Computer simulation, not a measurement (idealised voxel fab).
process module | voxel gate over fins
The cross-section on display is named cut; it measures 225 nm wide, and its cells are 5 nm squares.
When this document writes out a cross-section, it uses a grid of square cells and lists it as bands, beginning at the top and moving down, with a band standing for one or more rows of cells. The entry gives the band's vertical extent as a top height and a bottom height in nm, then its horizontal make-up as materials from left to right, each with a width in nm. "blank" stands for empty space; a single material marked "edge to edge" fills the band edge to edge. Heights are reckoned from 0. Under this level, the received wafer is all of one material. The bottommost band is open-ended downward, for example "0 and below". The two numbers in a width such as "30->40" mark its ends across the band: the first belongs to the top row of cells, the second to the bottom row, and from each row to the next the width moves by the same amount. "no alteration", as given for a step, is the statement that not any cell of the cross-section underwent a change during that step. If an empty space has no open way to the top and is at least 8 cells in size, "Unvented voids" lists it, written width x height at distance, where distance is measured from the left edge and every value is in nm. Post-settings text on a step line: simulator's own remark regarding the step. overlay nm: on a step with a mask, how far right of its planned place the mask lay; negative means left.
Process steps (planned)
| 1 | RECEIVE | material Si |
| 2 | CONFORMAL_DEP | material SiN | thk nm 10 |
| 3 | DIRECTIONAL_DEP | material aC | thk nm 15 |
| 4 | PATTERN | tone cover | mask id FINS | material resist | width nm 15 | pitch nm 55 | thk nm 35 | overlay nm 0 |
| 5 | DIRECTIONAL_ETCH | etch materials aC | depth nm 15 |
| 6 | STRIP | etch materials resist |
| 7 | DIRECTIONAL_ETCH | etch materials SiN | depth nm 10 |
| 8 | DIRECTIONAL_ETCH | etch materials Si | depth nm 40 |
| 9 | STRIP | etch materials aC |
| 10 | OXIDIZE | depth nm 5 |
| 11 | FILL_DEP | material SiO2 | thk nm 5 |
| 12 | CMP | height nm 10 |
| 13 | DIRECTIONAL_DEP | material aC | thk nm 10 |
| 14 | PATTERN | tone open | mask id RAIL | material resist | width nm 15 | thk nm 30 | overlay nm 0 |
| 15 | DIRECTIONAL_ETCH | etch materials aC | depth nm 10 |
| 16 | STRIP | etch materials resist |
| 17 | DIRECTIONAL_ETCH | etch materials SiO2 | depth nm 45 |
| 18 | STRIP | etch materials aC |
| 19 | CONFORMAL_DEP | material TiN | thk nm 5 |
| 20 | FILL_DEP | material Ru | thk nm 10 |
| 21 | CMP | height nm 10 |
| 22 | SELECTIVE_ETCH | etch materials W Ru TiN | depth nm 30 |
| 23 | FILL_DEP | material SiO2 | thk nm 5 |
| 24 | CMP | height nm 10 |
| 25 | SELECTIVE_ETCH | etch materials SiO2 | depth nm 25 |
| 26 | STRIP | etch materials SiN |
| 27 | CONFORMAL_DEP | material HfO2 | thk nm 5 |
| 28 | CONFORMAL_DEP | material TiN | thk nm 5 |
| 29 | CONFORMAL_DEP | material TiAl | thk nm 5 |
| 30 | CONFORMAL_DEP | material TiN | thk nm 5 |
| 31 | FILL_DEP | material W | thk nm 10 |
| 32 | CMP | height nm 25 |
| 33 | CONFORMAL_DEP | material SiCN | thk nm 10 |
First out of two wafers; run went to plan
Cross-section, incoming material, after step 1
  0 and below: Si edge to edge
  Unvented voids: none
The following cross-section depicts the wafer upon completion of step 2
  10 down to 0: SiN edge to edge
  Everything under 0 stays put, no change at all.
The following cross-section depicts the wafer upon completion of step 3
  25 down to 10: aC edge to edge
  Everything under 10 stays put, no change at all.
The following cross-section depicts the wafer upon completion of step 4
  60 down to 25: 75 of blank  15 of resist  40 of blank  15 of resist  80 of blank
  Everything under 25 stays put, no change at all.
The following cross-section depicts the wafer upon completion of step 5
  45 down to 25: 75 of blank  15 of resist  40 of blank  15 of resist  80 of blank
  25 down to 10: 75 of blank  15 of aC  40 of blank  15 of aC  80 of blank
  Everything under 10 stays put, no change at all.
The following cross-section depicts the wafer upon completion of step 6
  25 down to 10: 75 of blank  15 of aC  40 of blank  15 of aC  80 of blank
  Everything under 10 stays put, no change at all.
The following cross-section depicts the wafer upon completion of step 7
  25 down to 10: 75 of blank  15 of aC  40 of blank  15 of aC  80 of blank
  10 down to 0: 75 of blank  15 of SiN  40 of blank  15 of SiN  80 of blank
  Everything under 0 stays put, no change at all.
The following cross-section depicts the wafer upon completion of step 8
  25 down to 10: 75 of blank  15 of aC  40 of blank  15 of aC  80 of blank
  10 down to 0: 75 of blank  15 of SiN  40 of blank  15 of SiN  80 of blank
  0 down to -40: 75 of blank  15 of Si  40 of blank  15 of Si  80 of blank
  Everything under -40 stays put, no change at all.
The following cross-section depicts the wafer upon completion of step 9
  10 down to 0: 75 of blank  15 of SiN  40 of blank  15 of SiN  80 of blank
  Everything under 0 stays put, no change at all.
The following cross-section depicts the wafer upon completion of step 10
  10 down to 0: 75 of blank  15 of SiN  40 of blank  15 of SiN  80 of blank
  0 down to -40: 75 of blank  5 of SiO2  5 of Si  5 of SiO2  40 of blank  5 of SiO2  5 of Si  5 of SiO2  80 of blank
  -40 down to -45: 80 of SiO2  5 of Si  50 of SiO2  5 of Si  85 of SiO2
  Everything under -45 stays put, no change at all.
The following cross-section depicts the wafer upon completion of step 11
  15 down to 10: SiO2 edge to edge
  10 down to 0: 75 of SiO2  15 of SiN  40 of SiO2  15 of SiN  80 of SiO2
  0 down to -45: 80 of SiO2  5 of Si  50 of SiO2  5 of Si  85 of SiO2
  Everything under -45 stays put, no change at all.
The following cross-section depicts the wafer upon completion of step 12
  10 down to 0: 75 of SiO2  15 of SiN  40 of SiO2  15 of SiN  80 of SiO2
  Everything under 0 stays put, no change at all.
The following cross-section depicts the wafer upon completion of step 13
  20 down to 10: aC edge to edge
  Everything under 10 stays put, no change at all.
The following cross-section depicts the wafer upon completion of step 14
  50 down to 20: 100 of resist  15 of blank  110 of resist
  Everything under 20 stays put, no change at all.
The following cross-section depicts the wafer upon completion of step 15
  40 down to 20: 100 of resist  15 of blank  110 of resist
  20 down to 10: 100 of aC  15 of blank  110 of aC
  Everything under 10 stays put, no change at all.
The following cross-section depicts the wafer upon completion of step 16
  20 down to 10: 100 of aC  15 of blank  110 of aC
  Everything under 10 stays put, no change at all.
The following cross-section depicts the wafer upon completion of step 17
  20 down to 10: 100 of aC  15 of blank  110 of aC
  10 down to 0: 75 of SiO2  15 of SiN  10 of SiO2  15 of blank  15 of SiO2  15 of SiN  80 of SiO2
  0 down to -35: 80 of SiO2  5 of Si  15 of SiO2  15 of blank  20 of SiO2  5 of Si  85 of SiO2
  Everything under -35 stays put, no change at all.
The following cross-section depicts the wafer upon completion of step 18
  10 down to 0: 75 of SiO2  15 of SiN  10 of SiO2  15 of blank  15 of SiO2  15 of SiN  80 of SiO2
  Everything under 0 stays put, no change at all.
The following cross-section depicts the wafer upon completion of step 19
  15 down to 10: 105 of TiN  5 of blank  115 of TiN
  10 down to 0: 75 of SiO2  15 of SiN  10 of SiO2  5 of TiN  5 of blank  5 of TiN  15 of SiO2  15 of SiN  80 of SiO2
  0 down to -30: 80 of SiO2  5 of Si  15 of SiO2  5 of TiN  5 of blank  5 of TiN  20 of SiO2  5 of Si  85 of SiO2
  -30 down to -35: 80 of SiO2  5 of Si  15 of SiO2  15 of TiN  20 of SiO2  5 of Si  85 of SiO2
  Everything under -35 stays put, no change at all.
The following cross-section depicts the wafer upon completion of step 20
  25 down to 15: Ru edge to edge
  15 down to 10: 105 of TiN  5 of Ru  115 of TiN
  10 down to 0: 75 of SiO2  15 of SiN  10 of SiO2  5 of TiN  5 of Ru  5 of TiN  15 of SiO2  15 of SiN  80 of SiO2
  0 down to -30: 80 of SiO2  5 of Si  15 of SiO2  5 of TiN  5 of Ru  5 of TiN  20 of SiO2  5 of Si  85 of SiO2
  Everything under -30 stays put, no change at all.
The following cross-section depicts the wafer upon completion of step 21
  10 down to 0: 75 of SiO2  15 of SiN  10 of SiO2  5 of TiN  5 of Ru  5 of TiN  15 of SiO2  15 of SiN  80 of SiO2
  Everything under 0 stays put, no change at all.
The following cross-section depicts the wafer upon completion of step 22
  10 down to 0: 75 of SiO2  15 of SiN  10 of SiO2  15 of blank  15 of SiO2  15 of SiN  80 of SiO2
  0 down to -20: 80 of SiO2  5 of Si  15 of SiO2  15 of blank  20 of SiO2  5 of Si  85 of SiO2
  Everything under -20 stays put, no change at all.
The following cross-section depicts the wafer upon completion of step 23
  15 down to 10: SiO2 edge to edge
  10 down to 0: 75 of SiO2  15 of SiN  40 of SiO2  15 of SiN  80 of SiO2
  0 down to -20: 80 of SiO2  5 of Si  50 of SiO2  5 of Si  85 of SiO2
  Everything under -20 stays put, no change at all.
The following cross-section depicts the wafer upon completion of step 24
  10 down to 0: 75 of SiO2  15 of SiN  40 of SiO2  15 of SiN  80 of SiO2
  Everything under 0 stays put, no change at all.
The following cross-section depicts the wafer upon completion of step 25
  10 down to 0: 75 of blank  15 of SiN  40 of blank  15 of SiN  80 of blank
  0 down to -15: 80 of blank  5 of Si  50 of blank  5 of Si  85 of blank
  Everything under -15 stays put, no change at all.
The following cross-section depicts the wafer upon completion of step 26
  0 down to -15: 80 of blank  5 of Si  50 of blank  5 of Si  85 of blank
  Everything under -15 stays put, no change at all.
The following cross-section depicts the wafer upon completion of step 27
  5 down to 0: 75 of blank  15 of HfO2  40 of blank  15 of HfO2  80 of blank
  0 down to -10: 75 of blank  5 of HfO2  5 of Si  5 of HfO2  40 of blank  5 of HfO2  5 of Si  5 of HfO2  80 of blank
  -10 down to -15: 80 of HfO2  5 of Si  50 of HfO2  5 of Si  85 of HfO2
  Everything under -15 stays put, no change at all.
The following cross-section depicts the wafer upon completion of step 28
  10 down to 5: 70 of blank  25 of TiN  30 of blank  25 of TiN  75 of blank
  5 down to 0: 70 of blank  5 of TiN  15 of HfO2  5 of TiN  30 of blank  5 of TiN  15 of HfO2  5 of TiN  75 of blank
  0 down to -5: 70 of blank  5 of TiN  5 of HfO2  5 of Si  5 of HfO2  5 of TiN  30 of blank  5 of TiN  5 of HfO2  5 of Si  5 of HfO2  5 of TiN  75 of blank
  -5 down to -10: 75 of TiN  5 of HfO2  5 of Si  5 of HfO2  40 of TiN  5 of HfO2  5 of Si  5 of HfO2  80 of TiN
  Everything under -10 stays put, no change at all.
The following cross-section depicts the wafer upon completion of step 29
  15 down to 10: 65 of blank  35 of TiAl  20 of blank  35 of TiAl  70 of blank
  10 down to 5: 65 of blank  5 of TiAl  25 of TiN  5 of TiAl  20 of blank  5 of TiAl  25 of TiN  5 of TiAl  70 of blank
  5 down to 0: 65 of blank  5 of TiAl  5 of TiN  15 of HfO2  5 of TiN  5 of TiAl  20 of blank  5 of TiAl  5 of TiN  15 of HfO2  5 of TiN  5 of TiAl  70 of blank
  0 down to -5: 70 of TiAl  5 of TiN  5 of HfO2  5 of Si  5 of HfO2  5 of TiN  30 of TiAl  5 of TiN  5 of HfO2  5 of Si  5 of HfO2  5 of TiN  75 of TiAl
  Everything under -5 stays put, no change at all.
The following cross-section depicts the wafer upon completion of step 30
  20 down to 15: 60 of blank  45 of TiN  10 of blank  45 of TiN  65 of blank
  15 down to 10: 60 of blank  5 of TiN  35 of TiAl  5 of TiN  10 of blank  5 of TiN  35 of TiAl  5 of TiN  65 of blank
  10 down to 5: 60 of blank  5 of TiN  5 of TiAl  25 of TiN  5 of TiAl  5 of TiN  10 of blank  5 of TiN  5 of TiAl  25 of TiN  5 of TiAl  5 of TiN  65 of blank
  5 down to 0: 65 of TiN  5 of TiAl  5 of TiN  15 of HfO2  5 of TiN  5 of TiAl  20 of TiN  5 of TiAl  5 of TiN  15 of HfO2  5 of TiN  5 of TiAl  70 of TiN
  Everything under 0 stays put, no change at all.
The following cross-section depicts the wafer upon completion of step 31
  30 down to 20: W edge to edge
  20 down to 15: 60 of W  45 of TiN  10 of W  45 of TiN  65 of W
  15 down to 10: 60 of W  5 of TiN  35 of TiAl  5 of TiN  10 of W  5 of TiN  35 of TiAl  5 of TiN  65 of W
  10 down to 5: 60 of W  5 of TiN  5 of TiAl  25 of TiN  5 of TiAl  5 of TiN  10 of W  5 of TiN  5 of TiAl  25 of TiN  5 of TiAl  5 of TiN  65 of W
  Everything under 5 stays put, no change at all.
The following cross-section depicts the wafer upon completion of step 32
  25 down to 20: W edge to edge
  Everything under 20 stays put, no change at all.
The following cross-section depicts the wafer upon completion of step 33
  35 down to 25: SiCN edge to edge
  Everything under 25 stays put, no change at all.
The Second Wafer: Common Origin and Plan, One Mistake in Execution, Identical to the First Through Step 24
Second wafer, cut view, end of step 25 per plan
  10 down to 0: 75 of blank  15 of SiN  40 of blank  15 of SiN  80 of blank
  0 down to -20: 80 of blank  5 of Si  50 of blank  5 of Si  85 of blank
  -20 down to -30: 80 of blank  5 of Si  15 of blank  5 of TiN  5 of Ru  5 of TiN  20 of blank  5 of Si  85 of blank
  -30 down to -35: 80 of blank  5 of Si  15 of blank  15 of TiN  20 of blank  5 of Si  85 of blank
  -35 down to -40: 80 of blank  5 of Si  20 of blank  5 of SiO2  25 of blank  5 of Si  85 of blank
  Everything under -40 stays put, no change at all.
Second wafer, cut view, end of step 26 per plan
  0 down to -20: 80 of blank  5 of Si  50 of blank  5 of Si  85 of blank
  Everything under -20 stays put, no change at all.
Second wafer, cut view, end of step 27 per plan
  5 down to 0: 75 of blank  15 of HfO2  40 of blank  15 of HfO2  80 of blank
  0 down to -15: 75 of blank  5 of HfO2  5 of Si  5 of HfO2  40 of blank  5 of HfO2  5 of Si  5 of HfO2  80 of blank
  -15 down to -20: 75 of blank  5 of HfO2  5 of Si  5 of HfO2  5 of blank  25 of HfO2  10 of blank  5 of HfO2  5 of Si  5 of HfO2  80 of blank
  -20 down to -30: 75 of blank  5 of HfO2  5 of Si  5 of HfO2  5 of blank  5 of HfO2  5 of TiN  5 of Ru  5 of TiN  5 of HfO2  10 of blank  5 of HfO2  5 of Si  5 of HfO2  80 of blank
  -30 down to -35: 75 of blank  5 of HfO2  5 of Si  5 of HfO2  5 of blank  5 of HfO2  15 of TiN  5 of HfO2  10 of blank  5 of HfO2  5 of Si  5 of HfO2  80 of blank
  -35 down to -40: 80 of HfO2  5 of Si  20 of HfO2  5 of SiO2  25 of HfO2  5 of Si  85 of HfO2
  Everything under -40 stays put, no change at all.
Second wafer, cut view, end of step 28 per plan
  10 down to 5: 70 of blank  25 of TiN  30 of blank  25 of TiN  75 of blank
  5 down to 0: 70 of blank  5 of TiN  15 of HfO2  5 of TiN  30 of blank  5 of TiN  15 of HfO2  5 of TiN  75 of blank
  0 down to -10: 70 of blank  5 of TiN  5 of HfO2  5 of Si  5 of HfO2  5 of TiN  30 of blank  5 of TiN  5 of HfO2  5 of Si  5 of HfO2  5 of TiN  75 of blank
  -10 down to -15: 70 of blank  5 of TiN  5 of HfO2  5 of Si  5 of HfO2  40 of TiN  5 of HfO2  5 of Si  5 of HfO2  5 of TiN  75 of blank
  -15 down to -20: 70 of blank  5 of TiN  5 of HfO2  5 of Si  5 of HfO2  5 of TiN  25 of HfO2  10 of TiN  5 of HfO2  5 of Si  5 of HfO2  5 of TiN  75 of blank
  -20 down to -30: 70 of blank  5 of TiN  5 of HfO2  5 of Si  5 of HfO2  5 of TiN  5 of HfO2  5 of TiN  5 of Ru  5 of TiN  5 of HfO2  10 of TiN  5 of HfO2  5 of Si  5 of HfO2  5 of TiN  75 of blank
  -30 down to -35: 75 of TiN  5 of HfO2  5 of Si  5 of HfO2  5 of TiN  5 of HfO2  15 of TiN  5 of HfO2  10 of TiN  5 of HfO2  5 of Si  5 of HfO2  80 of TiN
  Everything under -35 stays put, no change at all.
Second wafer, cut view, end of step 29 per plan
  15 down to 10: 65 of blank  35 of TiAl  20 of blank  35 of TiAl  70 of blank
  10 down to 5: 65 of blank  5 of TiAl  25 of TiN  5 of TiAl  20 of blank  5 of TiAl  25 of TiN  5 of TiAl  70 of blank
  5 down to 0: 65 of blank  5 of TiAl  5 of TiN  15 of HfO2  5 of TiN  5 of TiAl  20 of blank  5 of TiAl  5 of TiN  15 of HfO2  5 of TiN  5 of TiAl  70 of blank
  0 down to -5: 65 of blank  5 of TiAl  5 of TiN  5 of HfO2  5 of Si  5 of HfO2  5 of TiN  5 of TiAl  20 of blank  5 of TiAl  5 of TiN  5 of HfO2  5 of Si  5 of HfO2  5 of TiN  5 of TiAl  70 of blank
  -5 down to -10: 65 of blank  5 of TiAl  5 of TiN  5 of HfO2  5 of Si  5 of HfO2  5 of TiN  30 of TiAl  5 of TiN  5 of HfO2  5 of Si  5 of HfO2  5 of TiN  5 of TiAl  70 of blank
  -10 down to -15: 65 of blank  5 of TiAl  5 of TiN  5 of HfO2  5 of Si  5 of HfO2  40 of TiN  5 of HfO2  5 of Si  5 of HfO2  5 of TiN  5 of TiAl  70 of blank
  -15 down to -20: 65 of blank  5 of TiAl  5 of TiN  5 of HfO2  5 of Si  5 of HfO2  5 of TiN  25 of HfO2  10 of TiN  5 of HfO2  5 of Si  5 of HfO2  5 of TiN  5 of TiAl  70 of blank
  -20 down to -25: 65 of blank  5 of TiAl  5 of TiN  5 of HfO2  5 of Si  5 of HfO2  5 of TiN  5 of HfO2  5 of TiN  5 of Ru  5 of TiN  5 of HfO2  10 of TiN  5 of HfO2  5 of Si  5 of HfO2  5 of TiN  5 of TiAl  70 of blank
  -25 down to -30: 70 of TiAl  5 of TiN  5 of HfO2  5 of Si  5 of HfO2  5 of TiN  5 of HfO2  5 of TiN  5 of Ru  5 of TiN  5 of HfO2  10 of TiN  5 of HfO2  5 of Si  5 of HfO2  5 of TiN  75 of TiAl
  Everything under -30 stays put, no change at all.
Second wafer, cut view, end of step 30 per plan
  20 down to 15: 60 of blank  45 of TiN  10 of blank  45 of TiN  65 of blank
  15 down to 10: 60 of blank  5 of TiN  35 of TiAl  5 of TiN  10 of blank  5 of TiN  35 of TiAl  5 of TiN  65 of blank
  10 down to 5: 60 of blank  5 of TiN  5 of TiAl  25 of TiN  5 of TiAl  5 of TiN  10 of blank  5 of TiN  5 of TiAl  25 of TiN  5 of TiAl  5 of TiN  65 of blank
  5 down to 0: 60 of blank  5 of TiN  5 of TiAl  5 of TiN  15 of HfO2  5 of TiN  5 of TiAl  5 of TiN  10 of blank  5 of TiN  5 of TiAl  5 of TiN  15 of HfO2  5 of TiN  5 of TiAl  5 of TiN  65 of blank
  0 down to -5: 60 of blank  5 of TiN  5 of TiAl  5 of TiN  5 of HfO2  5 of Si  5 of HfO2  5 of TiN  5 of TiAl  20 of TiN  5 of TiAl  5 of TiN  5 of HfO2  5 of Si  5 of HfO2  5 of TiN  5 of TiAl  5 of TiN  65 of blank
  -5 down to -10: 60 of blank  5 of TiN  5 of TiAl  5 of TiN  5 of HfO2  5 of Si  5 of HfO2  5 of TiN  30 of TiAl  5 of TiN  5 of HfO2  5 of Si  5 of HfO2  5 of TiN  5 of TiAl  5 of TiN  65 of blank
  -10 down to -15: 60 of blank  5 of TiN  5 of TiAl  5 of TiN  5 of HfO2  5 of Si  5 of HfO2  40 of TiN  5 of HfO2  5 of Si  5 of HfO2  5 of TiN  5 of TiAl  5 of TiN  65 of blank
  -15 down to -20: 60 of blank  5 of TiN  5 of TiAl  5 of TiN  5 of HfO2  5 of Si  5 of HfO2  5 of TiN  25 of HfO2  10 of TiN  5 of HfO2  5 of Si  5 of HfO2  5 of TiN  5 of TiAl  5 of TiN  65 of blank
  -20 down to -25: 65 of TiN  5 of TiAl  5 of TiN  5 of HfO2  5 of Si  5 of HfO2  5 of TiN  5 of HfO2  5 of TiN  5 of Ru  5 of TiN  5 of HfO2  10 of TiN  5 of HfO2  5 of Si  5 of HfO2  5 of TiN  5 of TiAl  70 of TiN
  Everything under -25 stays put, no change at all.
Second wafer, cut view, end of step 31 per plan
  30 down to 20: W edge to edge
  20 down to 15: 60 of W  45 of TiN  10 of W  45 of TiN  65 of W
  15 down to 10: 60 of W  5 of TiN  35 of TiAl  5 of TiN  10 of W  5 of TiN  35 of TiAl  5 of TiN  65 of W
  10 down to 5: 60 of W  5 of TiN  5 of TiAl  25 of TiN  5 of TiAl  5 of TiN  10 of W  5 of TiN  5 of TiAl  25 of TiN  5 of TiAl  5 of TiN  65 of W
  5 down to 0: 60 of W  5 of TiN  5 of TiAl  5 of TiN  15 of HfO2  5 of TiN  5 of TiAl  5 of TiN  10 of W  5 of TiN  5 of TiAl  5 of TiN  15 of HfO2  5 of TiN  5 of TiAl  5 of TiN  65 of W
  0 down to -5: 60 of W  5 of TiN  5 of TiAl  5 of TiN  5 of HfO2  5 of Si  5 of HfO2  5 of TiN  5 of TiAl  20 of TiN  5 of TiAl  5 of TiN  5 of HfO2  5 of Si  5 of HfO2  5 of TiN  5 of TiAl  5 of TiN  65 of W
  -5 down to -10: 60 of W  5 of TiN  5 of TiAl  5 of TiN  5 of HfO2  5 of Si  5 of HfO2  5 of TiN  30 of TiAl  5 of TiN  5 of HfO2  5 of Si  5 of HfO2  5 of TiN  5 of TiAl  5 of TiN  65 of W
  -10 down to -15: 60 of W  5 of TiN  5 of TiAl  5 of TiN  5 of HfO2  5 of Si  5 of HfO2  40 of TiN  5 of HfO2  5 of Si  5 of HfO2  5 of TiN  5 of TiAl  5 of TiN  65 of W
  -15 down to -20: 60 of W  5 of TiN  5 of TiAl  5 of TiN  5 of HfO2  5 of Si  5 of HfO2  5 of TiN  25 of HfO2  10 of TiN  5 of HfO2  5 of Si  5 of HfO2  5 of TiN  5 of TiAl  5 of TiN  65 of W
  Everything under -20 stays put, no change at all.
Second wafer, cut view, end of step 32 per plan
  25 down to 20: W edge to edge
  Everything under 20 stays put, no change at all.
Second wafer, cut view, end of step 33 per plan
  35 down to 25: SiCN edge to edge
  Everything under 25 stays put, no change at all.
what went wrong: the plan's step 25 ran twice
Bottom line after processing is that, in cells, the second wafer is up or down on some materials versus the first: +30 HfO2, -205 SiO2, +12 TiAl, +36 TiN, +127 W
